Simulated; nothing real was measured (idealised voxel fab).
process module | voxel capacitor over wiring
cross-section cut | 245 nm wide | cells 5 nm
A cross-section is a grid of square cells, given in bands from the top down. A band is one or more rows of cells.
Each band's line starts with the height of the band's top and of its bottom, in nm. Then come its materials from left to right, each with its width in nm. One material with "throughout" fills the band from edge to edge. "air" is empty space.
Height 0 is the level under which the wafer as received is all one material. The lowest band goes on downwards, as in "0 down".
A width such as "30 to 40" changes by the same amount from each row of cells to the next, from the band's top row to its bottom row.
"no change" after a step means that no cell of the cross-section changed.
closed voids: empty space of 8 cells or more with no open way to the top, each as width x height at its distance from the left edge, in nm
after a step's settings: what the simulator itself notes on the step
overlay nm, on a step with a mask: how far to the right of its planned place the mask lay; to the left if negative
plan
1 op RECEIVE | material Si
2 op CONFORMAL_DEP | material SiO2 | thk nm 15
3 op DIRECTIONAL_DEP | material TiN | thk nm 5
4 op DIRECTIONAL_DEP | material W | thk nm 25
5 op DIRECTIONAL_DEP | material aC | thk nm 10
6 op PATTERN | tone cover | mask id METAL_1 | material resist | width nm 25 | pitch nm 80 | thk nm 30 | overlay nm 0
7 op DIRECTIONAL_ETCH | etch materials aC | depth nm 10
8 op STRIP | etch materials resist
9 op DIRECTIONAL_ETCH | etch materials W | depth nm 25
10 op DIRECTIONAL_ETCH | etch materials TiN | depth nm 5
11 op STRIP | etch materials aC
12 op CONFORMAL_DEP | material SiCN | thk nm 5
13 op FILL_DEP | material lowk | thk nm 10
14 op CMP | height nm 45
15 op CONFORMAL_DEP | material SiCN | thk nm 5
16 op DIRECTIONAL_DEP | material lowk | thk nm 10
17 op DIRECTIONAL_DEP | material aC | thk nm 10
18 op PATTERN | tone open | mask id PLUG_1 | material resist | width nm 15 | thk nm 30 | overlay nm 0
19 op DIRECTIONAL_ETCH | etch materials aC | depth nm 10
20 op STRIP | etch materials resist
21 op DIRECTIONAL_ETCH | etch materials lowk | depth nm 10
22 op DIRECTIONAL_ETCH | etch materials SiCN | depth nm 5
23 op STRIP | etch materials aC
24 op CONFORMAL_DEP | material TiN | thk nm 5
25 op FILL_DEP | material Cu | thk nm 5
26 op CMP | height nm 60
27 op DIRECTIONAL_DEP | material TiN | thk nm 5
28 op DIRECTIONAL_DEP | material SiN | thk nm 5
29 op DIRECTIONAL_DEP | material TiN | thk nm 5
30 op DIRECTIONAL_DEP | material aC | thk nm 10
31 op PATTERN | tone cover | mask id UPPER_PLATE | material resist | width nm 60 | thk nm 30 | overlay nm 0
32 op DIRECTIONAL_ETCH | etch materials aC | depth nm 10
33 op STRIP | etch materials resist
34 op DIRECTIONAL_ETCH | etch materials TiN | depth nm 5
35 op DIRECTIONAL_ETCH | etch materials SiN | depth nm 5
36 op STRIP | etch materials aC
37 op PATTERN | tone cover | mask id LOWER_PLATE | material resist | width nm 70 | thk nm 20 | overlay nm 0
38 op DIRECTIONAL_ETCH | etch materials TiN | depth nm 5
39 op STRIP | etch materials resist
40 op FILL_DEP | material SiO2 | thk nm 20
41 op CMP | height nm 90
42 op MASKED_ETCH | tone open | mask id PLUG_2 | width nm 15 | etch materials SiO2 | depth nm 15 | overlay nm 0
43 op CONFORMAL_DEP | material TiN | thk nm 5
44 op FILL_DEP | material Cu | thk nm 10
45 op CMP | height nm 90
46 op CONFORMAL_DEP | material SiN | thk nm 5
first wafer, as planned
as received, after step 1
  0 down: Si throughout
  closed voids: none
after step 2
  15 to 0: SiO2 throughout
  below 0: unchanged
after step 3
  20 to 15: TiN throughout
  below 15: unchanged
after step 4
  45 to 20: W throughout
  below 20: unchanged
after step 5
  55 to 45: aC throughout
  below 45: unchanged
after step 6
  85 to 55: air 70 | resist 25 | air 55 | resist 25 | air 70
  below 55: unchanged
after step 7
  75 to 55: air 70 | resist 25 | air 55 | resist 25 | air 70
  55 to 45: air 70 | aC 25 | air 55 | aC 25 | air 70
  below 45: unchanged
after step 8
  55 to 45: air 70 | aC 25 | air 55 | aC 25 | air 70
  below 45: unchanged
after step 9
  55 to 45: air 70 | aC 25 | air 55 | aC 25 | air 70
  45 to 20: air 70 | W 25 | air 55 | W 25 | air 70
  below 20: unchanged
after step 10
  55 to 45: air 70 | aC 25 | air 55 | aC 25 | air 70
  45 to 20: air 70 | W 25 | air 55 | W 25 | air 70
  20 to 15: air 70 | TiN 25 | air 55 | TiN 25 | air 70
  below 15: unchanged
after step 11
  45 to 20: air 70 | W 25 | air 55 | W 25 | air 70
  below 20: unchanged
after step 12
  50 to 45: air 65 | SiCN 35 | air 45 | SiCN 35 | air 65
  45 to 20: air 65 | SiCN 5 | W 25 | SiCN 5 | air 45 | SiCN 5 | W 25 | SiCN 5 | air 65
  20 to 15: SiCN 70 | TiN 25 | SiCN 55 | TiN 25 | SiCN 70
  below 15: unchanged
after step 13
  60 to 50: lowk throughout
  50 to 45: lowk 65 | SiCN 35 | lowk 45 | SiCN 35 | lowk 65
  45 to 20: lowk 65 | SiCN 5 | W 25 | SiCN 5 | lowk 45 | SiCN 5 | W 25 | SiCN 5 | lowk 65
  below 20: unchanged
after step 14
  45 to 20: lowk 65 | SiCN 5 | W 25 | SiCN 5 | lowk 45 | SiCN 5 | W 25 | SiCN 5 | lowk 65
  below 20: unchanged
after step 15
  50 to 45: SiCN throughout
  below 45: unchanged
after step 16
  60 to 50: lowk throughout
  below 50: unchanged
after step 17
  70 to 60: aC throughout
  below 60: unchanged
after step 18
  100 to 70: resist 80 | air 15 | resist 150
  below 70: unchanged
after step 19
  90 to 70: resist 80 | air 15 | resist 150
  70 to 60: aC 80 | air 15 | aC 150
  below 60: unchanged
after step 20
  70 to 60: aC 80 | air 15 | aC 150
  below 60: unchanged
after step 21
  70 to 60: aC 80 | air 15 | aC 150
  60 to 50: lowk 80 | air 15 | lowk 150
  below 50: unchanged
after step 22
  70 to 60: aC 80 | air 15 | aC 150
  60 to 50: lowk 80 | air 15 | lowk 150
  50 to 45: SiCN 80 | air 15 | SiCN 150
  below 45: unchanged
after step 23
  60 to 50: lowk 80 | air 15 | lowk 150
  below 50: unchanged
after step 24
  65 to 60: TiN 85 | air 5 | TiN 155
  60 to 50: lowk 80 | TiN 5 | air 5 | TiN 5 | lowk 150
  50 to 45: SiCN 80 | TiN 15 | SiCN 150
  below 45: unchanged
after step 25
  70 to 65: Cu throughout
  65 to 60: TiN 85 | Cu 5 | TiN 155
  60 to 50: lowk 80 | TiN 5 | Cu 5 | TiN 5 | lowk 150
  below 50: unchanged
after step 26
  60 to 50: lowk 80 | TiN 5 | Cu 5 | TiN 5 | lowk 150
  below 50: unchanged
after step 27
  65 to 60: TiN throughout
  below 60: unchanged
after step 28
  70 to 65: SiN throughout
  below 65: unchanged
after step 29
  75 to 70: TiN throughout
  below 70: unchanged
after step 30
  85 to 75: aC throughout
  below 75: unchanged
after step 31
  115 to 85: air 80 | resist 60 | air 105
  below 85: unchanged
after step 32
  105 to 85: air 80 | resist 60 | air 105
  85 to 75: air 80 | aC 60 | air 105
  below 75: unchanged
after step 33
  85 to 75: air 80 | aC 60 | air 105
  below 75: unchanged
after step 34
  85 to 75: air 80 | aC 60 | air 105
  75 to 70: air 80 | TiN 60 | air 105
  below 70: unchanged
after step 35
  85 to 75: air 80 | aC 60 | air 105
  75 to 70: air 80 | TiN 60 | air 105
  70 to 65: air 80 | SiN 60 | air 105
  below 65: unchanged
after step 36
  75 to 70: air 80 | TiN 60 | air 105
  below 70: unchanged
after step 37
  95 to 75: air 75 | resist 70 | air 100
  75 to 70: air 75 | resist 5 | TiN 60 | resist 5 | air 100
  70 to 65: air 75 | resist 5 | SiN 60 | resist 5 | air 100
  below 65: unchanged
after step 38
  95 to 75: air 75 | resist 70 | air 100
  75 to 70: air 75 | resist 5 | TiN 60 | resist 5 | air 100
  70 to 65: air 75 | resist 5 | SiN 60 | resist 5 | air 100
  65 to 60: air 75 | TiN 70 | air 100
  below 60: unchanged
after step 39
  75 to 70: air 80 | TiN 60 | air 105
  70 to 65: air 80 | SiN 60 | air 105
  below 65: unchanged
after step 40
  95 to 75: SiO2 throughout
  75 to 70: SiO2 80 | TiN 60 | SiO2 105
  70 to 65: SiO2 80 | SiN 60 | SiO2 105
  65 to 60: SiO2 75 | TiN 70 | SiO2 100
  below 60: unchanged
after step 41
  90 to 75: SiO2 throughout
  below 75: unchanged
after step 42
  90 to 75: SiO2 90 | air 15 | SiO2 140
  below 75: unchanged
after step 43
  95 to 90: TiN 95 | air 5 | TiN 145
  90 to 80: SiO2 90 | TiN 5 | air 5 | TiN 5 | SiO2 140
  80 to 70: SiO2 90 to 80 | TiN 15 to 60 | SiO2 140 to 105
  below 70: unchanged
after step 44
  105 to 95: Cu throughout
  95 to 90: TiN 95 | Cu 5 | TiN 145
  90 to 80: SiO2 90 | TiN 5 | Cu 5 | TiN 5 | SiO2 140
  below 80: unchanged
after step 45
  90 to 80: SiO2 90 | TiN 5 | Cu 5 | TiN 5 | SiO2 140
  below 80: unchanged
after step 46
  95 to 90: SiN throughout
  below 90: unchanged
second wafer: like start, like plan, one mistake. Through step 40 it matches the first wafer
when step 41 should have ended
  85 to 75: SiO2 throughout
  below 75: unchanged
when step 42 should have ended
  85 to 75: SiO2 90 | air 15 | SiO2 140
  below 75: unchanged
when step 43 should have ended
  90 to 85: TiN 95 | air 5 | TiN 145
  85 to 80: SiO2 90 | TiN 5 | air 5 | TiN 5 | SiO2 140
  80 to 70: SiO2 90 to 80 | TiN 15 to 60 | SiO2 140 to 105
  below 70: unchanged
when step 44 should have ended
  100 to 90: Cu throughout
  90 to 85: TiN 95 | Cu 5 | TiN 145
  85 to 80: SiO2 90 | TiN 5 | Cu 5 | TiN 5 | SiO2 140
  below 80: unchanged
when step 45 should have ended
  90 to 85: TiN 95 | Cu 5 | TiN 145
  below 85: unchanged
when step 46 should have ended
  95 to 90: SiN throughout
  below 90: unchanged
what went wrong: step 41 ran as: op CMP | height nm 85
at the end the second wafer has, in cells: 46 fewer of SiO2 | 46 more of TiN
